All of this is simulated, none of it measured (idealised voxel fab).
Title: Process Module voxel tone inversion
Each square cell in cross-section cut measures 5 nm, and the section as a whole is 275 nm wide.
Notation: cross-section as square-cell grid; stated in bands, top first, going down; one or more cell rows per band. Each band's line starts with the height of the band's top and of its bottom, in nm. Then come its materials from left to right, each with its width in nm. One material with "everywhere" fills the band from edge to edge. "air" is empty space. It should be noted that heights are counted from 0, beneath which the wafer as supplied is of one material throughout, and that the lowest band possesses no lower boundary but continues downward, as written in "0 -> down". Top row gets the first number, bottom row gets the second, and each row in between changes by the same step: that is how a band width like "30 to 40" works. "remained unchanged", as given for a step, is the statement that not any cell of the cross-section underwent a change during that step. Look at "Sealed internal cavities" for the closed voids: empty spaces with no open path to the top, sized 8 cells or up. Each is width x height at distance, distance from the left edge, all nm. Formally, on a step line, whatever follows the settings is a remark that the simulator itself makes on the step. overlay nm: mask right of planned place by this much (step with mask). Neg. = left.
[Process steps (planned)]
1) op RECEIVE | material Si
2) op CONFORMAL_DEP | material SiN | thk nm 5
3) op DIRECTIONAL_DEP | material polySi | thk nm 20
4) op PATTERN | tone cover | mask id POSTS | material resist | width nm 15 | pitch nm 40 | thk nm 25 | overlay nm 0
5) op DIRECTIONAL_ETCH | etch materials polySi | depth nm 20
6) op STRIP | etch materials resist
7) op FILL_DEP | material lowk | thk nm 5
8) op CMP | height nm 25
9) op STRIP | etch materials polySi
10) op CONFORMAL_DEP | material TiN | thk nm 5
11) op FILL_DEP | material Ru | thk nm 10
12) op CMP | height nm 25
13) op CONFORMAL_DEP | material SiCN | thk nm 5
[The first of a set of two wafers, run to plan]
[Wafer as received: cross-section following step 1]
  0 -> down | Si everywhere
  Sealed internal cavities: none
[After step 2, in cross-section]
  5 -> 0 | SiN everywhere
  Rest of section, below 0: as before.
[After step 3, in cross-section]
  25 -> 5 | polySi everywhere
  Rest of section, below 5: as before.
[After step 4, in cross-section]
  50 -> 25 | air: 70, then resist: 15, then air: 25, then resist: 15, then air: 25, then resist: 15, then air: 25, then resist: 15, then air: 70
  Rest of section, below 25: as before.
[After step 5, in cross-section]
  50 -> 25 | air: 70, then resist: 15, then air: 25, then resist: 15, then air: 25, then resist: 15, then air: 25, then resist: 15, then air: 70
  25 -> 5 | air: 70, then polySi: 15, then air: 25, then polySi: 15, then air: 25, then polySi: 15, then air: 25, then polySi: 15, then air: 70
  Rest of section, below 5: as before.
[After step 6, in cross-section]
  25 -> 5 | air: 70, then polySi: 15, then air: 25, then polySi: 15, then air: 25, then polySi: 15, then air: 25, then polySi: 15, then air: 70
  Rest of section, below 5: as before.
[After step 7, in cross-section]
  30 -> 25 | lowk everywhere
  25 -> 5 | lowk: 70, then polySi: 15, then lowk: 25, then polySi: 15, then lowk: 25, then polySi: 15, then lowk: 25, then polySi: 15, then lowk: 70
  Rest of section, below 5: as before.
[After step 8, in cross-section]
  25 -> 5 | lowk: 70, then polySi: 15, then lowk: 25, then polySi: 15, then lowk: 25, then polySi: 15, then lowk: 25, then polySi: 15, then lowk: 70
  Rest of section, below 5: as before.
[After step 9, in cross-section]
  25 -> 5 | lowk: 70, then air: 15, then lowk: 25, then air: 15, then lowk: 25, then air: 15, then lowk: 25, then air: 15, then lowk: 70
  Rest of section, below 5: as before.
[After step 10, in cross-section]
  30 -> 25 | TiN: 75, then air: 5, then TiN: 35, then air: 5, then TiN: 35, then air: 5, then TiN: 35, then air: 5, then TiN: 75
  25 -> 10 | lowk: 70, then TiN: 5, then air: 5, then TiN: 5, then lowk: 25, then TiN: 5, then air: 5, then TiN: 5, then lowk: 25, then TiN: 5, then air: 5, then TiN: 5, then lowk: 25, then TiN: 5, then air: 5, then TiN: 5, then lowk: 70
  10 -> 5 | lowk: 70, then TiN: 15, then lowk: 25, then TiN: 15, then lowk: 25, then TiN: 15, then lowk: 25, then TiN: 15, then lowk: 70
  Rest of section, below 5: as before.
[After step 11, in cross-section]
  40 -> 30 | Ru everywhere
  30 -> 25 | TiN: 75, then Ru: 5, then TiN: 35, then Ru: 5, then TiN: 35, then Ru: 5, then TiN: 35, then Ru: 5, then TiN: 75
  25 -> 10 | lowk: 70, then TiN: 5, then Ru: 5, then TiN: 5, then lowk: 25, then TiN: 5, then Ru: 5, then TiN: 5, then lowk: 25, then TiN: 5, then Ru: 5, then TiN: 5, then lowk: 25, then TiN: 5, then Ru: 5, then TiN: 5, then lowk: 70
  Rest of section, below 10: as before.
[After step 12, in cross-section]
  25 -> 10 | lowk: 70, then TiN: 5, then Ru: 5, then TiN: 5, then lowk: 25, then TiN: 5, then Ru: 5, then TiN: 5, then lowk: 25, then TiN: 5, then Ru: 5, then TiN: 5, then lowk: 25, then TiN: 5, then Ru: 5, then TiN: 5, then lowk: 70
  Rest of section, below 10: as before.
[After step 13, in cross-section]
  30 -> 25 | SiCN everywhere
  Rest of section, below 25: as before.
[Wafer two of the pair: same origin, same plan, one error during the run; identical to wafer one up to and including step 6]
[Second wafer, sectioned view, at step 7's planned end time]
  35 -> 25 | lowk everywhere
  25 -> 5 | lowk: 70, then polySi: 15, then lowk: 25, then polySi: 15, then lowk: 25, then polySi: 15, then lowk: 25, then polySi: 15, then lowk: 70
  Rest of section, below 5: as before.
[Second wafer, sectioned view, at step 8's planned end time]
  25 -> 5 | lowk: 70, then polySi: 15, then lowk: 25, then polySi: 15, then lowk: 25, then polySi: 15, then lowk: 25, then polySi: 15, then lowk: 70
  Rest of section, below 5: as before.
[Second wafer, sectioned view, at step 9's planned end time]
  25 -> 5 | lowk: 70, then air: 15, then lowk: 25, then air: 15, then lowk: 25, then air: 15, then lowk: 25, then air: 15, then lowk: 70
  Rest of section, below 5: as before.
[Second wafer, sectioned view, at step 10's planned end time]
  30 -> 25 | TiN: 75, then air: 5, then TiN: 35, then air: 5, then TiN: 35, then air: 5, then TiN: 35, then air: 5, then TiN: 75
  25 -> 10 | lowk: 70, then TiN: 5, then air: 5, then TiN: 5, then lowk: 25, then TiN: 5, then air: 5, then TiN: 5, then lowk: 25, then TiN: 5, then air: 5, then TiN: 5, then lowk: 25, then TiN: 5, then air: 5, then TiN: 5, then lowk: 70
  10 -> 5 | lowk: 70, then TiN: 15, then lowk: 25, then TiN: 15, then lowk: 25, then TiN: 15, then lowk: 25, then TiN: 15, then lowk: 70
  Rest of section, below 5: as before.
[Second wafer, sectioned view, at step 11's planned end time]
  40 -> 30 | Ru everywhere
  30 -> 25 | TiN: 75, then Ru: 5, then TiN: 35, then Ru: 5, then TiN: 35, then Ru: 5, then TiN: 35, then Ru: 5, then TiN: 75
  25 -> 10 | lowk: 70, then TiN: 5, then Ru: 5, then TiN: 5, then lowk: 25, then TiN: 5, then Ru: 5, then TiN: 5, then lowk: 25, then TiN: 5, then Ru: 5, then TiN: 5, then lowk: 25, then TiN: 5, then Ru: 5, then TiN: 5, then lowk: 70
  Rest of section, below 10: as before.
[Second wafer, sectioned view, at step 12's planned end time]
  25 -> 10 | lowk: 70, then TiN: 5, then Ru: 5, then TiN: 5, then lowk: 25, then TiN: 5, then Ru: 5, then TiN: 5, then lowk: 25, then TiN: 5, then Ru: 5, then TiN: 5, then lowk: 25, then TiN: 5, then Ru: 5, then TiN: 5, then lowk: 70
  Rest of section, below 10: as before.
[Second wafer, sectioned view, at step 13's planned end time]
  30 -> 25 | SiCN everywhere
  Rest of section, below 25: as before.
Plan not followed: plan step 7 ran twice
Honestly, by the end the two wafers have the same cross-section, so the mistake just doesn't show up in what this model computes.
